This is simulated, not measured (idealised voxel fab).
Process module, titled voxel tone inversion
Shown is cross-section cut, with a width of 165 nm and square cells of size 5 nm.
Reading order for cross-sections: top band down to bottom band. Underlying form: a grid of square cells. Band size: one or more rows of cells.
The entry gives the band's vertical extent as a top height and a bottom height in nm, then its horizontal make-up as materials from left to right, each with a width in nm. "blank" stands for empty space; a single material marked "full width" fills the band edge to edge.
Heights from 0 (as-received wafer is one material below). Bottom band endless downward, as "from 0 down".
So if you see something like "30->40" for the width, read it as the top row of the band sitting at the first number and the bottom row at the second, with every row in between moving by the same amount as the last.
When a step is marked "nothing got changed", none of the cells in the cross-section changed during that step.
Empty spaces counting at least 8 cells and having no open way to the top are listed in "Trapped voids". The notation width x height at distance is used for each, the distance being from the left edge and all three values in nm.
If you see something after the settings on a step's line, that's the simulator's own remark about that step.
"overlay nm", when on a step's line for a step with a mask, measures how far to the right of its planned place the mask lay; a negative measure means to the left.

# Steps planned for the process
1) RECEIVE with material Si
2) CONFORMAL_DEP with material SiN, thk nm 5
3) DIRECTIONAL_DEP with material polySi, thk nm 20
4) PATTERN with tone cover, mask id POSTS, material resist, width nm 20, pitch nm 35, thk nm 25, overlay nm 0
5) DIRECTIONAL_ETCH with etch materials polySi, depth nm 20
6) STRIP with etch materials resist
7) FILL_DEP with material lowk, thk nm 10
8) CMP with height nm 25
9) STRIP with etch materials polySi

# As received (post step 1): cross-section
* from 0 down = Si full width
* Trapped voids: none

# a wafer at the end: this start, this plan, one mistake
* from 25 to 5 = lowk 25 nm, then blank 15 nm, then lowk 20 nm, then blank 15 nm, then lowk 20 nm, then blank 15 nm, then lowk 20 nm, then blank 15 nm, then lowk 20 nm
* from 5 to 0 = SiN full width
* from 0 down = Si full width
* Trapped voids: none
What broke from the plan during processing? for step 4, the planned setting was not used; the step was instead run as PATTERN with tone cover, mask id POSTS, material resist, width nm 15, pitch nm 35, thk nm 25, overlay nm 0
